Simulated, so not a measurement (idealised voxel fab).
Process module, titled voxel double patterning
Section cut is 150 nm wide and gridded with 5 nm square cells.
For the purposes of this document, a cross-section shall be understood as a grid of square cells, specified as bands listed in top-to-bottom order, each band consisting of one or more rows of cells. Read a band's entry like this: the first values are the height of its top and the height of its bottom in nm, and what follows is the sequence of materials from left to right, each with its width in nm. Note that "blank" is empty space, and that a single material marked "edge to edge" reaches across the band from edge to edge. Heights are measured from 0, the level below which the as-received wafer is all one material; the lowest band has no bottom and continues downward, written as in "top 0, no bottom". Width "30->40": first value at the band's top row of cells, second value at its bottom row, equal change from row to row. Step marked "remained unchanged"? Then no cell in the cross-section changed in it. Basically, "Trapped voids" tells you about the enclosed voids: empty spaces with no open way to the top, 8 cells or bigger, each written width x height at distance, where distance is from the left edge, all in nm. after a step's settings: what the simulator itself notes on the step. overlay nm: on a step with a mask, how far right of its planned place the mask lay; negative means left.

**The steps planned for the process are as follows**
- 1: op RECEIVE | material Si
- 2: op CONFORMAL_DEP | material SiN | thk nm 5
- 3: op DIRECTIONAL_DEP | material SiO2 | thk nm 15
- 4: op DIRECTIONAL_DEP | material SiCN | thk nm 10
- 5: op PATTERN | tone open | mask id FIRST | material resist | width nm 15 | pitch nm 50 | thk nm 20 | overlay nm 0
- 6: op DIRECTIONAL_ETCH | etch materials SiCN | depth nm 10
- 7: op STRIP | etch materials resist
- 8: op MASKED_ETCH | tone open | mask id SECOND | width nm 15 | etch materials SiCN | depth nm 10 | overlay nm 0
- 9: op DIRECTIONAL_ETCH | etch materials SiO2 | depth nm 15
- 10: op STRIP | etch materials SiCN

**The first of two wafers, run as planned**

**Wafer at receipt (post step 1), cross-section**
  top 0, no bottom  Si edge to edge
  Trapped voids: none

**Presented here is a cross-section of the wafer after step 2 has been performed**
  top 5, bottom 0  SiN edge to edge
  Under the height 0 nothing was changed.

**Presented here is a cross-section of the wafer after step 3 has been performed**
  top 20, bottom 5  SiO2 edge to edge
  Under the height 5 nothing was changed.

**Presented here is a cross-section of the wafer after step 4 has been performed**
  top 30, bottom 20  SiCN edge to edge
  Under the height 20 nothing was changed.

**Presented here is a cross-section of the wafer after step 5 has been performed**
  top 50, bottom 30  40 resist / 15 blank / 35 resist / 15 blank / 45 resist
  Under the height 30 nothing was changed.

**Presented here is a cross-section of the wafer after step 6 has been performed**
  top 50, bottom 30  40 resist / 15 blank / 35 resist / 15 blank / 45 resist
  top 30, bottom 20  40 SiCN / 15 blank / 35 SiCN / 15 blank / 45 SiCN
  Under the height 20 nothing was changed.

**Presented here is a cross-section of the wafer after step 7 has been performed**
  top 30, bottom 20  40 SiCN / 15 blank / 35 SiCN / 15 blank / 45 SiCN
  Under the height 20 nothing was changed.

**Presented here is a cross-section of the wafer after step 8 has been performed**
  top 30, bottom 20  40 SiCN / 15 blank / 10 SiCN / 15 blank / 10 SiCN / 15 blank / 45 SiCN
  Under the height 20 nothing was changed.

**Presented here is a cross-section of the wafer after step 9 has been performed**
  top 30, bottom 20  40 SiCN / 15 blank / 10 SiCN / 15 blank / 10 SiCN / 15 blank / 45 SiCN
  top 20, bottom 5  40 SiO2 / 15 blank / 10 SiO2 / 15 blank / 10 SiO2 / 15 blank / 45 SiO2
  Under the height 5 nothing was changed.

**Presented here is a cross-section of the wafer after step 10 has been performed**
  top 20, bottom 5  40 SiO2 / 15 blank / 10 SiO2 / 15 blank / 10 SiO2 / 15 blank / 45 SiO2
  Under the height 5 nothing was changed.

**Second wafer: same start and same plan as the first, one execution error; identical to the first through step 7**

**Second wafer, section view, time point: scheduled end of step 8**
  top 30, bottom 20  65 blank / 15 SiCN / 70 blank
  Under the height 20 nothing was changed.

**Second wafer, section view, time point: scheduled end of step 9**
  top 30, bottom 20  65 blank / 15 SiCN / 70 blank
  top 20, bottom 5  65 blank / 15 SiO2 / 70 blank
  Under the height 5 nothing was changed.

**Second wafer, section view, time point: scheduled end of step 10**
  top 20, bottom 5  65 blank / 15 SiO2 / 70 blank
  Under the height 5 nothing was changed.
What went wrong in running the wafer? step 8 was not run as planned; what actually ran was op MASKED_ETCH | tone cover | mask id SECOND | width nm 15 | etch materials SiCN | depth nm 10 | overlay nm 0
Final tally in cells, some materials are higher or lower on the second wafer than on the first: SiO2: 54 fewer
